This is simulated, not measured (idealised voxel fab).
The following process module bears the name voxel wiring stack.
Cross-section cut: width 200 nm, square cells of 5 nm.
Bands, listed from the top down, are how a cross-section gets written in this document; the cross-section itself is a grid of square cells, and a band is one or more rows of them.
Heads up on the band format: heights come first, top then bottom, in nm. After that it's the materials left to right, each with its width in nm. A single material flagged "throughout" fills the whole band edge to edge, and "empty" means there's empty space there.
Measure heights from 0. That's the level where, below it, the as-received wafer is all one material. The lowest band is bottomless and extends downward; write it as in "top 0, no bottom".
So if you see something like "30..40" for the width, read it as the top row of the band sitting at the first number and the bottom row at the second, with every row in between moving by the same amount as the last.
For the purposes of this document, the phrase "no change" attached to a step denotes that no cell within the cross-section was modified by that step.
"Entrapped voids" - sealed voids, min. 8 cells, no opening to top; format: width x height at distance (distance from left edge; nm throughout).
Past the settings on a step's line: simulator remark, on that step.
The optional step-line setting "overlay nm" applies to steps with a mask and quantifies how far to the right of its planned location the mask lay, a negative value indicating leftward placement.
[plan]
1. RECEIVE: material Si
2. CONFORMAL_DEP: material SiO2, thk nm 15
3. DIRECTIONAL_DEP: material TiN, thk nm 5
4. DIRECTIONAL_DEP: material Ru, thk nm 20
5. MASKED_ETCH: tone cover, mask id METAL_1, width nm 30, pitch nm 60, etch materials Ru, depth nm 20, overlay nm 0
6. MASKED_ETCH: tone cover, mask id METAL_1, width nm 30, pitch nm 60, etch materials TiN, depth nm 5, overlay nm 0
7. CONFORMAL_DEP: material SiCN, thk nm 5
8. FILL_DEP: material SiO2, thk nm 5
9. CMP: height nm 40
10. CONFORMAL_DEP: material SiCN, thk nm 5
11. DIRECTIONAL_DEP: material lowk, thk nm 30
12. PATTERN: tone open, mask id METAL_2_HOLES, material resist, width nm 15, pitch nm 60, thk nm 20, overlay nm 0
13. DIRECTIONAL_ETCH: etch materials lowk, depth nm 30
14. STRIP: etch materials resist
15. MASKED_ETCH: tone open, mask id METAL_2, width nm 30, pitch nm 60, etch materials lowk, depth nm 20, overlay nm 0
16. MASKED_ETCH: tone open, mask id METAL_2, width nm 30, pitch nm 60, etch materials SiCN, depth nm 5, overlay nm 0
17. CONFORMAL_DEP: material TiN, thk nm 5
18. FILL_DEP: material Cu, thk nm 10
19. CMP: height nm 75
20. CONFORMAL_DEP: material SiCN, thk nm 5
21. DIRECTIONAL_DEP: material lowk, thk nm 35
22. MASKED_ETCH: tone open, mask id METAL_3, width nm 30, pitch nm 60, etch materials lowk, depth nm 20, overlay nm 0
23. MASKED_ETCH: tone open, mask id METAL_3_HOLES, width nm 15, etch materials lowk, depth nm 15, overlay nm 0
24. MASKED_ETCH: tone open, mask id METAL_3_HOLES, width nm 15, etch materials SiCN, depth nm 5, overlay nm 0
25. CONFORMAL_DEP: material TiN, thk nm 5
26. FILL_DEP: material Ru, thk nm 10
27. CMP: height nm 115
28. CONFORMAL_DEP: material SiCN, thk nm 5
[First out of two wafers; run went to plan]
[Here's what the wafer looked like in cross-section when it arrived - that's after step 1]
	top 0, no bottom | Si throughout
	Entrapped voids: none
[Wafer section view after processing step 2]
	top 15, bottom 0 | SiO2 throughout
	For the remainder of the cross-section, below 0, there is no change.
[Wafer section view after processing step 3]
	top 20, bottom 15 | TiN throughout
	For the remainder of the cross-section, below 15, there is no change.
[Wafer section view after processing step 4]
	top 40, bottom 20 | Ru throughout
	For the remainder of the cross-section, below 20, there is no change.
[Wafer section view after processing step 5]
	top 40, bottom 20 | 55 of empty / 30 of Ru / 30 of empty / 30 of Ru / 55 of empty
	For the remainder of the cross-section, below 20, there is no change.
[Wafer section view after processing step 6]
	top 40, bottom 20 | 55 of empty / 30 of Ru / 30 of empty / 30 of Ru / 55 of empty
	top 20, bottom 15 | 55 of empty / 30 of TiN / 30 of empty / 30 of TiN / 55 of empty
	For the remainder of the cross-section, below 15, there is no change.
[Wafer section view after processing step 7]
	top 45, bottom 40 | 50 of empty / 40 of SiCN / 20 of empty / 40 of SiCN / 50 of empty
	top 40, bottom 20 | 50 of empty / 5 of SiCN / 30 of Ru / 5 of SiCN / 20 of empty / 5 of SiCN / 30 of Ru / 5 of SiCN / 50 of empty
	top 20, bottom 15 | 55 of SiCN / 30 of TiN / 30 of SiCN / 30 of TiN / 55 of SiCN
	For the remainder of the cross-section, below 15, there is no change.
[Wafer section view after processing step 8]
	top 50, bottom 45 | SiO2 throughout
	top 45, bottom 40 | 50 of SiO2 / 40 of SiCN / 20 of SiO2 / 40 of SiCN / 50 of SiO2
	top 40, bottom 20 | 50 of SiO2 / 5 of SiCN / 30 of Ru / 5 of SiCN / 20 of SiO2 / 5 of SiCN / 30 of Ru / 5 of SiCN / 50 of SiO2
	For the remainder of the cross-section, below 20, there is no change.
[Wafer section view after processing step 9]
	top 40, bottom 20 | 50 of SiO2 / 5 of SiCN / 30 of Ru / 5 of SiCN / 20 of SiO2 / 5 of SiCN / 30 of Ru / 5 of SiCN / 50 of SiO2
	For the remainder of the cross-section, below 20, there is no change.
[Wafer section view after processing step 10]
	top 45, bottom 40 | SiCN throughout
	For the remainder of the cross-section, below 40, there is no change.
[Wafer section view after processing step 11]
	top 75, bottom 45 | lowk throughout
	For the remainder of the cross-section, below 45, there is no change.
[Wafer section view after processing step 12]
	top 95, bottom 75 | 55 of resist / 15 of empty / 45 of resist / 15 of empty / 70 of resist
	For the remainder of the cross-section, below 75, there is no change.
[Wafer section view after processing step 13]
	top 95, bottom 75 | 55 of resist / 15 of empty / 45 of resist / 15 of empty / 70 of resist
	top 75, bottom 45 | 55 of lowk / 15 of empty / 45 of lowk / 15 of empty / 70 of lowk
	For the remainder of the cross-section, below 45, there is no change.
[Wafer section view after processing step 14]
	top 75, bottom 45 | 55 of lowk / 15 of empty / 45 of lowk / 15 of empty / 70 of lowk
	For the remainder of the cross-section, below 45, there is no change.
[Wafer section view after processing step 15]
	top 75, bottom 55 | 55 of lowk / 30 of empty / 30 of lowk / 30 of empty / 55 of lowk
	For the remainder of the cross-section, below 55, there is no change.
[Wafer section view after processing step 16]
	top 75, bottom 55 | 55 of lowk / 30 of empty / 30 of lowk / 30 of empty / 55 of lowk
	top 55, bottom 45 | 55 of lowk / 15 of empty / 45 of lowk / 15 of empty / 70 of lowk
	top 45, bottom 40 | 55 of SiCN / 15 of empty / 45 of SiCN / 15 of empty / 70 of SiCN
	For the remainder of the cross-section, below 40, there is no change.
[Wafer section view after processing step 17]
	top 80, bottom 75 | 60 of TiN / 20 of empty / 40 of TiN / 20 of empty / 60 of TiN
	top 75, bottom 60 | 55 of lowk / 5 of TiN / 20 of empty / 5 of TiN / 30 of lowk / 5 of TiN / 20 of empty / 5 of TiN / 55 of lowk
	top 60, bottom 55 | 55 of lowk / 5 of TiN / 5 of empty / 20 of TiN / 30 of lowk / 5 of TiN / 5 of empty / 20 of TiN / 55 of lowk
	top 55, bottom 45 | 55 of lowk / 5 of TiN / 5 of empty / 5 of TiN / 45 of lowk / 5 of TiN / 5 of empty / 5 of TiN / 70 of lowk
	top 45, bottom 40 | 55 of SiCN / 15 of TiN / 45 of SiCN / 15 of TiN / 70 of SiCN
	For the remainder of the cross-section, below 40, there is no change.
[Wafer section view after processing step 18]
	top 90, bottom 80 | Cu throughout
	top 80, bottom 75 | 60 of TiN / 20 of Cu / 40 of TiN / 20 of Cu / 60 of TiN
	top 75, bottom 60 | 55 of lowk / 5 of TiN / 20 of Cu / 5 of TiN / 30 of lowk / 5 of TiN / 20 of Cu / 5 of TiN / 55 of lowk
	top 60, bottom 55 | 55 of lowk / 5 of TiN / 5 of Cu / 20 of TiN / 30 of lowk / 5 of TiN / 5 of Cu / 20 of TiN / 55 of lowk
	top 55, bottom 45 | 55 of lowk / 5 of TiN / 5 of Cu / 5 of TiN / 45 of lowk / 5 of TiN / 5 of Cu / 5 of TiN / 70 of lowk
	For the remainder of the cross-section, below 45, there is no change.
[Wafer section view after processing step 19]
	top 75, bottom 60 | 55 of lowk / 5 of TiN / 20 of Cu / 5 of TiN / 30 of lowk / 5 of TiN / 20 of Cu / 5 of TiN / 55 of lowk
	For the remainder of the cross-section, below 60, there is no change.
[Wafer section view after processing step 20]
	top 80, bottom 75 | SiCN throughout
	For the remainder of the cross-section, below 75, there is no change.
[Wafer section view after processing step 21]
	top 115, bottom 80 | lowk throughout
	For the remainder of the cross-section, below 80, there is no change.
[Wafer section view after processing step 22]
	top 115, bottom 95 | 55 of lowk / 30 of empty / 30 of lowk / 30 of empty / 55 of lowk
	For the remainder of the cross-section, below 95, there is no change.
[Wafer section view after processing step 23]
	top 115, bottom 95 | 55 of lowk / 30 of empty / 30 of lowk / 30 of empty / 55 of lowk
	top 95, bottom 80 | 55 of lowk / 15 of empty / 130 of lowk
	For the remainder of the cross-section, below 80, there is no change.
[Wafer section view after processing step 24]
	top 115, bottom 95 | 55 of lowk / 30 of empty / 30 of lowk / 30 of empty / 55 of lowk
	top 95, bottom 80 | 55 of lowk / 15 of empty / 130 of lowk
	top 80, bottom 75 | 55 of SiCN / 15 of empty / 130 of SiCN
	For the remainder of the cross-section, below 75, there is no change.
[Wafer section view after processing step 25]
	top 120, bottom 115 | 60 of TiN / 20 of empty / 40 of TiN / 20 of empty / 60 of TiN
	top 115, bottom 100 | 55 of lowk / 5 of TiN / 20 of empty / 5 of TiN / 30 of lowk / 5 of TiN / 20 of empty / 5 of TiN / 55 of lowk
	top 100, bottom 95 | 55 of lowk / 5 of TiN / 5 of empty / 20 of TiN / 30 of lowk / 30 of TiN / 55 of lowk
	top 95, bottom 80 | 55 of lowk / 5 of TiN / 5 of empty / 5 of TiN / 130 of lowk
	top 80, bottom 75 | 55 of SiCN / 15 of TiN / 130 of SiCN
	For the remainder of the cross-section, below 75, there is no change.
[Wafer section view after processing step 26]
	top 130, bottom 120 | Ru throughout
	top 120, bottom 115 | 60 of TiN / 20 of Ru / 40 of TiN / 20 of Ru / 60 of TiN
	top 115, bottom 100 | 55 of lowk / 5 of TiN / 20 of Ru / 5 of TiN / 30 of lowk / 5 of TiN / 20 of Ru / 5 of TiN / 55 of lowk
	top 100, bottom 95 | 55 of lowk / 5 of TiN / 5 of Ru / 20 of TiN / 30 of lowk / 30 of TiN / 55 of lowk
	top 95, bottom 80 | 55 of lowk / 5 of TiN / 5 of Ru / 5 of TiN / 130 of lowk
	For the remainder of the cross-section, below 80, there is no change.
[Wafer section view after processing step 27]
	top 115, bottom 100 | 55 of lowk / 5 of TiN / 20 of Ru / 5 of TiN / 30 of lowk / 5 of TiN / 20 of Ru / 5 of TiN / 55 of lowk
	For the remainder of the cross-section, below 100, there is no change.
[Wafer section view after processing step 28]
	top 120, bottom 115 | SiCN throughout
	For the remainder of the cross-section, below 115, there is no change.
[For the second wafer, take the first wafer's start and plan, then add one mistake made in running it; everything through step 2, that step included, is shared with the first]
[Second wafer, cut view, end of step 3 per plan]
	top 35, bottom 15 | Ru throughout
	For the remainder of the cross-section, below 15, there is no change.
[Second wafer, cut view, end of step 4 per plan]
	top 40, bottom 35 | TiN throughout
	For the remainder of the cross-section, below 35, there is no change.
Second wafer, cut view, end of step 5 per plan: no change
[Second wafer, cut view, end of step 6 per plan]
	top 40, bottom 35 | 55 of empty / 30 of TiN / 30 of empty / 30 of TiN / 55 of empty
	For the remainder of the cross-section, below 35, there is no change.
[Second wafer, cut view, end of step 7 per plan]
	top 45, bottom 40 | 50 of empty / 40 of SiCN / 20 of empty / 40 of SiCN / 50 of empty
	top 40, bottom 35 | 55 of SiCN / 30 of TiN / 30 of SiCN / 30 of TiN / 55 of SiCN
	For the remainder of the cross-section, below 35, there is no change.
[Second wafer, cut view, end of step 8 per plan]
	top 50, bottom 45 | SiO2 throughout
	top 45, bottom 40 | 50 of SiO2 / 40 of SiCN / 20 of SiO2 / 40 of SiCN / 50 of SiO2
	For the remainder of the cross-section, below 40, there is no change.
[Second wafer, cut view, end of step 9 per plan]
	top 40, bottom 35 | 55 of SiCN / 30 of TiN / 30 of SiCN / 30 of TiN / 55 of SiCN
	For the remainder of the cross-section, below 35, there is no change.
[Second wafer, cut view, end of step 10 per plan]
	top 45, bottom 40 | SiCN throughout
	For the remainder of the cross-section, below 40, there is no change.
[Second wafer, cut view, end of step 11 per plan]
	top 75, bottom 45 | lowk throughout
	For the remainder of the cross-section, below 45, there is no change.
[Second wafer, cut view, end of step 12 per plan]
	top 95, bottom 75 | 55 of resist / 15 of empty / 45 of resist / 15 of empty / 70 of resist
	For the remainder of the cross-section, below 75, there is no change.
[Second wafer, cut view, end of step 13 per plan]
	top 95, bottom 75 | 55 of resist / 15 of empty / 45 of resist / 15 of empty / 70 of resist
	top 75, bottom 45 | 55 of lowk / 15 of empty / 45 of lowk / 15 of empty / 70 of lowk
	For the remainder of the cross-section, below 45, there is no change.
[Second wafer, cut view, end of step 14 per plan]
	top 75, bottom 45 | 55 of lowk / 15 of empty / 45 of lowk / 15 of empty / 70 of lowk
	For the remainder of the cross-section, below 45, there is no change.
[Second wafer, cut view, end of step 15 per plan]
	top 75, bottom 55 | 55 of lowk / 30 of empty / 30 of lowk / 30 of empty / 55 of lowk
	For the remainder of the cross-section, below 55, there is no change.
[Second wafer, cut view, end of step 16 per plan]
	top 75, bottom 55 | 55 of lowk / 30 of empty / 30 of lowk / 30 of empty / 55 of lowk
	top 55, bottom 45 | 55 of lowk / 15 of empty / 45 of lowk / 15 of empty / 70 of lowk
	top 45, bottom 40 | 55 of SiCN / 15 of empty / 45 of SiCN / 15 of empty / 70 of SiCN
	For the remainder of the cross-section, below 40, there is no change.
[Second wafer, cut view, end of step 17 per plan]
	top 80, bottom 75 | 60 of TiN / 20 of empty / 40 of TiN / 20 of empty / 60 of TiN
	top 75, bottom 60 | 55 of lowk / 5 of TiN / 20 of empty / 5 of TiN / 30 of lowk / 5 of TiN / 20 of empty / 5 of TiN / 55 of lowk
	top 60, bottom 55 | 55 of lowk / 5 of TiN / 5 of empty / 20 of TiN / 30 of lowk / 5 of TiN / 5 of empty / 20 of TiN / 55 of lowk
	top 55, bottom 45 | 55 of lowk / 5 of TiN / 5 of empty / 5 of TiN / 45 of lowk / 5 of TiN / 5 of empty / 5 of TiN / 70 of lowk
	top 45, bottom 35 | 55 of SiCN / 15..30 of TiN / 45..30 of SiCN / 15..30 of TiN / 70..55 of SiCN
	For the remainder of the cross-section, below 35, there is no change.
[Second wafer, cut view, end of step 18 per plan]
	top 90, bottom 80 | Cu throughout
	top 80, bottom 75 | 60 of TiN / 20 of Cu / 40 of TiN / 20 of Cu / 60 of TiN
	top 75, bottom 60 | 55 of lowk / 5 of TiN / 20 of Cu / 5 of TiN / 30 of lowk / 5 of TiN / 20 of Cu / 5 of TiN / 55 of lowk
	top 60, bottom 55 | 55 of lowk / 5 of TiN / 5 of Cu / 20 of TiN / 30 of lowk / 5 of TiN / 5 of Cu / 20 of TiN / 55 of lowk
	top 55, bottom 45 | 55 of lowk / 5 of TiN / 5 of Cu / 5 of TiN / 45 of lowk / 5 of TiN / 5 of Cu / 5 of TiN / 70 of lowk
	For the remainder of the cross-section, below 45, there is no change.
[Second wafer, cut view, end of step 19 per plan]
	top 75, bottom 60 | 55 of lowk / 5 of TiN / 20 of Cu / 5 of TiN / 30 of lowk / 5 of TiN / 20 of Cu / 5 of TiN / 55 of lowk
	For the remainder of the cross-section, below 60, there is no change.
[Second wafer, cut view, end of step 20 per plan]
	top 80, bottom 75 | SiCN throughout
	For the remainder of the cross-section, below 75, there is no change.
[Second wafer, cut view, end of step 21 per plan]
	top 115, bottom 80 | lowk throughout
	For the remainder of the cross-section, below 80, there is no change.
[Second wafer, cut view, end of step 22 per plan]
	top 115, bottom 95 | 55 of lowk / 30 of empty / 30 of lowk / 30 of empty / 55 of lowk
	For the remainder of the cross-section, below 95, there is no change.
[Second wafer, cut view, end of step 23 per plan]
	top 115, bottom 95 | 55 of lowk / 30 of empty / 30 of lowk / 30 of empty / 55 of lowk
	top 95, bottom 80 | 55 of lowk / 15 of empty / 130 of lowk
	For the remainder of the cross-section, below 80, there is no change.
[Second wafer, cut view, end of step 24 per plan]
	top 115, bottom 95 | 55 of lowk / 30 of empty / 30 of lowk / 30 of empty / 55 of lowk
	top 95, bottom 80 | 55 of lowk / 15 of empty / 130 of lowk
	top 80, bottom 75 | 55 of SiCN / 15 of empty / 130 of SiCN
	For the remainder of the cross-section, below 75, there is no change.
[Second wafer, cut view, end of step 25 per plan]
	top 120, bottom 115 | 60 of TiN / 20 of empty / 40 of TiN / 20 of empty / 60 of TiN
	top 115, bottom 100 | 55 of lowk / 5 of TiN / 20 of empty / 5 of TiN / 30 of lowk / 5 of TiN / 20 of empty / 5 of TiN / 55 of lowk
	top 100, bottom 95 | 55 of lowk / 5 of TiN / 5 of empty / 20 of TiN / 30 of lowk / 30 of TiN / 55 of lowk
	top 95, bottom 80 | 55 of lowk / 5 of TiN / 5 of empty / 5 of TiN / 130 of lowk
	top 80, bottom 75 | 55 of SiCN / 15 of TiN / 130 of SiCN
	For the remainder of the cross-section, below 75, there is no change.
[Second wafer, cut view, end of step 26 per plan]
	top 130, bottom 120 | Ru throughout
	top 120, bottom 115 | 60 of TiN / 20 of Ru / 40 of TiN / 20 of Ru / 60 of TiN
	top 115, bottom 100 | 55 of lowk / 5 of TiN / 20 of Ru / 5 of TiN / 30 of lowk / 5 of TiN / 20 of Ru / 5 of TiN / 55 of lowk
	top 100, bottom 95 | 55 of lowk / 5 of TiN / 5 of Ru / 20 of TiN / 30 of lowk / 30 of TiN / 55 of lowk
	top 95, bottom 80 | 55 of lowk / 5 of TiN / 5 of Ru / 5 of TiN / 130 of lowk
	For the remainder of the cross-section, below 80, there is no change.
[Second wafer, cut view, end of step 27 per plan]
	top 115, bottom 100 | 55 of lowk / 5 of TiN / 20 of Ru / 5 of TiN / 30 of lowk / 5 of TiN / 20 of Ru / 5 of TiN / 55 of lowk
	For the remainder of the cross-section, below 100, there is no change.
[Second wafer, cut view, end of step 28 per plan]
	top 120, bottom 115 | SiCN throughout
	For the remainder of the cross-section, below 115, there is no change.
what went wrong: step 4 occupied the plan position of step 3, and the converse holds as well
Upon completion, the second wafer contains, in terms of cells, a greater or smaller amount of certain materials than the first wafer: Ru +112, SiCN -16, SiO2 -96
